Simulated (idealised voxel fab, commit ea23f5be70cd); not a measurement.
Process module name: voxel gate over fins
cross-section cut | 165 nm wide | cells 5 nm
In this document a cross-section is written as a grid of square cells. It is given as a series of bands, listed from the top down, and a band is one or more rows of cells.
The band entry comprises the height of the band's top followed by the height of its bottom, expressed in nm, and subsequently the band's materials from left to right, each stated together with its width in nm. Where a single material is marked with the word "full width", that material fills the band from edge to edge. The word "empty" represents empty space.
Height datum 0, below which the as-received substrate wafer is one material. Lowest band open at the bottom, running downward: "0..down".
With a width like "30->40", each row of cells in the band differs from the next by the same amount, the top row carrying the first number and the bottom row the second.
Reading "no alteration" for a step: not a cell of the cross-section changed in it.
The entry "Enclosed void entries" lists the empty spaces that cover at least 8 cells and have no open path to the top. Each is written as width x height at distance, where the distance is measured from the left edge and all three values are in nm.
What comes after the settings on a step's line is commentary from the simulator itself on that step.
The optional step-line setting "overlay nm" applies to steps with a mask and quantifies how far to the right of its planned location the mask lay, a negative value indicating leftward placement.

THE FOLLOWING LIST GIVES THE PLANNED PROCESS STEPS
1. RECEIVE with material Si
2. CONFORMAL_DEP with material SiN, thk nm 5
3. PATTERN with tone cover, mask id FINS, material resist, width nm 15, pitch nm 45, thk nm 20, overlay nm 0
4. DIRECTIONAL_ETCH with etch materials SiN, depth nm 5
5. DIRECTIONAL_ETCH with etch materials Si, depth nm 30
6. STRIP with etch materials resist
7. FILL_DEP with material SiO2, thk nm 15
8. CMP with height nm 5
9. SELECTIVE_ETCH with etch materials SiO2, depth nm 20
10. STRIP with etch materials SiN
11. CONFORMAL_DEP with material HfO2, thk nm 5
12. CONFORMAL_DEP with material TiN, thk nm 5
13. CONFORMAL_DEP with material TiAl, thk nm 5
14. CONFORMAL_DEP with material TiN, thk nm 5
15. FILL_DEP with material W, thk nm 10
16. CMP with height nm 25
17. CONFORMAL_DEP with material SiCN, thk nm 10
varied across the wafers: width nm of step 3. The plan shows the first wafer's value. All wafers start alike

THE FIRST OF SEVERAL WAFERS, AS RECEIVED AFTER STEP 1, SEEN IN SECTION
  0..down = Si full width
  Enclosed void entries: none

WAFER ROWS, END OF MODULE: CELLS PER MATERIAL GAINED (+) OR LOST (-) SINCE RECEIPT; CLOSED VOIDS LAST
width nm 15, +45 HfO2, -162 Si, +66 SiCN, +81 SiO2, +45 TiAl, +84 TiN, +72 W, Enclosed void entries: none
width nm 20, +45 HfO2, -150 Si, +66 SiCN, +75 SiO2, +42 TiAl, +84 TiN, +69 W, Enclosed void entries: none
width nm 25, +45 HfO2, -138 Si, +66 SiCN, +69 SiO2, +39 TiAl, +84 TiN, +66 W, Enclosed void entries: none
width nm 30, +45 HfO2, -126 Si, +66 SiCN, +63 SiO2, +39 TiAl, +81 TiN, +63 W, Enclosed void entries: none
